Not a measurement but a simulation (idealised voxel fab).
Herein follows the process module entitled voxel ribs on slabs.
FYI the section here is cut, 280 nm wide, cells are 5 nm squares.
Cross-sections here: square-cell grids, written as top-down lists of bands, a band being one or more rows of cells. A band entry consists of two parts. The first gives the height of the band's top and the height of its bottom, in nm. The rest lists the band's materials from left to right, each with its width in nm. A single material labelled with the word "full width" fills the band from edge to edge, and the word "blank" marks empty space. We count height from 0. Below that, the starting wafer is all one material. The lowest band never ends at the bottom but goes on down; see "top 0, no bottom" for how that is written. With a width like "30 to 40", each row of cells in the band differs from the next by the same amount, the top row carrying the first number and the bottom row the second. What does "all unchanged" mean for a step? It means no cell of the cross-section changed in that step. Each empty space that has no open way to the top and spans at least 8 cells appears under "Closed empty spaces" as width x height at distance, the distance counted from the left edge, all in nm. Heads up: the bit after the settings on a step's line is the simulator's remark on that step. overlay nm: on a step with a mask, how far right of its planned place the mask lay; negative means left. Quick note on how to read the rest: it's all pairs. You get the cross-section before a process step and the one after, but the after one only goes down as far as the lowest band that changed. The step in between, with its settings, sits under the pair. Heads up, the pairs can come from different runs of this module on the same starting wafer, so don't assume a pair picks up from the one above unless its "before" entry says it does.

**before**
- top 50, bottom 40 | blank: 110 / SiN: 15 / blank: 30 / SiN: 15 / blank: 110
- top 40, bottom 35 | SiN: 125 / blank: 30 / SiN: 125
- top 35, bottom 25 | SiN full width
- top 25, bottom 0 | SiO2 full width
- top 0, no bottom | Si full width
- Closed empty spaces: none

**As Processed**
- top 70, bottom 50 | SiO2 full width
- top 50, bottom 40 | SiO2: 110 / SiN: 15 / SiO2: 30 / SiN: 15 / SiO2: 110
- top 40, bottom 35 | SiN: 125 / SiO2: 30 / SiN: 125
- Rest of section, below 35: as before.
- Closed empty spaces: none
What step was run between the cross-section before it and the cross-section after it, both above? FILL_DEP,material SiO2,thk nm 20

before: Reference is made to the cross-section shown after the step in the pair directly above, which represents the state prior to this step.

**As Processed**
- top 60, bottom 50 | SiO2 full width
- Rest of section, below 50: as before.
- Closed empty spaces: none
What step was run between the cross-section before it and the cross-section after it, both above? CMP,height nm 60

before: Reference is made to the cross-section shown after the step in the pair directly above, which represents the state prior to this step.

**As Processed**
- top 65, bottom 60 | TiN full width
- Rest of section, below 60: as before.
- Closed empty spaces: none
What step was run between the cross-section before it and the cross-section after it, both above? DIRECTIONAL_DEP,material TiN,thk nm 5

before: Reference is made to the cross-section shown after the step in the pair directly above, which represents the state prior to this step.

**As Processed**
- top 65, bottom 60 | blank: 120 / TiN: 40 / blank: 120
- Rest of section, below 60: as before.
- Closed empty spaces: none
What step was run between the cross-section before it and the cross-section after it, both above? MASKED_ETCH,tone cover,mask id HEATER,width nm 40,etch materials TiN,depth nm 5,overlay nm 0

before: Reference is made to the cross-section shown after the step in the pair directly above, which represents the state prior to this step.

**As Processed**
- top 70, bottom 65 | blank: 115 / SiN: 50 / blank: 115
- top 65, bottom 60 | SiN: 120 / TiN: 40 / SiN: 120
- Rest of section, below 60: as before.
- Closed empty spaces: none
What step was run between the cross-section before it and the cross-section after it, both above? CONFORMAL_DEP,material SiN,thk nm 5
